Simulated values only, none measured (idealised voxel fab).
Process module name: voxel self aligned vias
Cross-section cut spans 155 nm and uses square cells 5 nm in size.
Cross-sections here: square-cell grids, written as top-down lists of bands, a band being one or more rows of cells.
Read a band's entry like this: the first values are the height of its top and the height of its bottom in nm, and what follows is the sequence of materials from left to right, each with its width in nm. Note that "air" is empty space, and that a single material marked "all across" reaches across the band from edge to edge.
Height is counted from the level 0, under which the received wafer is composed throughout of one material. The lowest of the bands is not closed at the bottom but continues downward, in the notation "z 0 and below".
A two-number width, for instance "30..40", indicates that the width is equal to the first number in the top row of the band and to the second number in the bottom row, and that it changes by a constant amount per row of cells.
"nothing different" (step): cross-section cells unchanged, all of them.
Reported under the label "Enclosed void catalog" are the empty spaces having no open way to the top and comprising 8 cells or more; the notation for each is width x height at distance, in which the distance is measured from the left edge and all three values are in nm.
The remark found on a step's line after its settings is issued by the simulator itself and pertains to that step.
If you see "overlay nm" on a step's line and that step has a mask, it's telling you how far right of where it was planned the mask ended up; a negative number means it went left instead.
**Here's what the planned process steps look like**
1) RECEIVE (material Si)
2) CONFORMAL_DEP (material SiO2; thk nm 10)
3) CONFORMAL_DEP (material SiCN; thk nm 5)
4) DIRECTIONAL_DEP (material lowk; thk nm 30)
5) MASKED_ETCH (tone open; mask id LINES; width nm 30; pitch nm 65; etch materials lowk; depth nm 30; overlay nm 0)
6) CONFORMAL_DEP (material TiN; thk nm 5)
7) FILL_DEP (material Ru; thk nm 10)
8) CMP (height nm 45)
9) SELECTIVE_ETCH (etch materials W Ru TiN; depth nm 5)
10) FILL_DEP (material SiN; thk nm 10)
11) CMP (height nm 45)
12) DIRECTIONAL_DEP (material lowk; thk nm 15)
13) PATTERN (tone open; mask id VIAS; material resist; width nm 50; thk nm 15; overlay nm 0)
14) DIRECTIONAL_ETCH (etch materials lowk; depth nm 15)
15) DIRECTIONAL_ETCH (etch materials SiN; depth nm 5)
16) STRIP (etch materials resist)
17) CONFORMAL_DEP (material TiN; thk nm 5)
18) FILL_DEP (material Cu; thk nm 5)
19) CMP (height nm 60)
20) CONFORMAL_DEP (material SiCN; thk nm 5)
**Cross-section: wafer on arrival = after step 1**
* z 0 and below | Si all across
* Enclosed void catalog: none
**Module complete, cross-section. Starting point and plan per above. One mistake made in running the module**
* z 65 to 60 | SiCN all across
* z 60 to 50 | lowk: 20 / TiN: 5 / Cu: 40 / TiN: 5 / lowk: 85
* z 50 to 45 | lowk: 20 / TiN: 50 / lowk: 85
* z 45 to 40 | SiCN all across
* z 40 to 10 | lowk all across
* z 10 to 0 | SiO2 all across
* z 0 and below | Si all across
* Enclosed void catalog: none
Plan not followed: order of steps 3 and 4 inverted relative to the plan
